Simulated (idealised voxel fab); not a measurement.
This section sets out a process module, namely voxel fin reveal.
In the cross-section labelled cut, the width is 160 nm and each square cell is 5 nm.
Cross-section layout: square cells on a grid; listed as bands, top to bottom; a band spans one or more cell rows. First you get the band's top height and its bottom height, in nm, and then the materials it's made of, left to right, with each width in nm. If you see a single material with "full width", that one covers the band edge to edge. "air" is empty space. Where do heights start? At 0: under that level the wafer as delivered is made of one material only. And the lowest band has no floor; it just carries on downward, as in "0..down". Graded width ("30..40"): value in top row of band = first number; value in bottom row = second number; row-to-row change constant. Key: "left unchanged" - step with no changed cell in the cross-section. "Closed cavities" specifies each empty space that is not open to the top and that occupies no fewer than 8 cells, using the form width x height at distance, the distance measured from the left edge and all three quantities in nm. That trailing text on a step's line, after the settings, is the simulator's own remark on the step. "overlay nm" answers the question of how far to the right of plan the mask lay on a step that has a mask, and when it is negative the answer is to the left.
## Set out below are the planned steps of the process
| 1 | RECEIVE: material Si |
| 2 | CONFORMAL_DEP: material SiN, thk nm 10 |
| 3 | PATTERN: tone cover, mask id FINS, material resist, width nm 15, pitch nm 40, thk nm 20, overlay nm 0 |
| 4 | DIRECTIONAL_ETCH: etch materials SiN, depth nm 10 |
| 5 | DIRECTIONAL_ETCH: etch materials Si, depth nm 30 |
| 6 | STRIP: etch materials resist |
| 7 | OXIDIZE: depth nm 5 |
| 8 | FILL_DEP: material SiO2, thk nm 5 |
| 9 | CMP: height nm 10 |
| 10 | SELECTIVE_ETCH: etch materials SiO2, depth nm 25 |
| 11 | STRIP: etch materials SiN |
| 12 | CONFORMAL_DEP: material HfO2, thk nm 5 |
## Incoming wafer in cross-section (state: after step 1)
0..down = Si full width
Closed cavities: none
## The first of the two wafers as seen in cross-section once the module was finished; processing followed the plan
5..0 = air: 30 | HfO2: 15 | air: 25 | HfO2: 15 | air: 25 | HfO2: 15 | air: 35
0..-10 = air: 30 | HfO2: 5 | Si: 5 | HfO2: 5 | air: 25 | HfO2: 5 | Si: 5 | HfO2: 5 | air: 25 | HfO2: 5 | Si: 5 | HfO2: 5 | air: 35
-10..-15 = HfO2: 35 | Si: 5 | HfO2: 35 | Si: 5 | HfO2: 35 | Si: 5 | HfO2: 40
-15..-35 = SiO2: 35 | Si: 5 | SiO2: 35 | Si: 5 | SiO2: 35 | Si: 5 | SiO2: 40
-35..down = Si full width
Closed cavities: none
## Wafer two cross-section, module end. Start and plan unchanged from wafer one; one mistake made during the run
5..0 = air: 30 | HfO2: 15 | air: 25 | HfO2: 15 | air: 25 | HfO2: 15 | air: 35
0..-30 = air: 30 | HfO2: 5 | Si: 5 | HfO2: 5 | air: 25 | HfO2: 5 | Si: 5 | HfO2: 5 | air: 25 | HfO2: 5 | Si: 5 | HfO2: 5 | air: 35
-30..-35 = HfO2: 35 | Si: 5 | HfO2: 35 | Si: 5 | HfO2: 35 | Si: 5 | HfO2: 40
-35..down = Si full width
Closed cavities: none
Against the plan, the run slipped here: in the plan, step 10 was performed twice
Final tally in cells, some materials are higher or lower on the second wafer than on the first: HfO2: 24 more, SiO2: 116 fewer
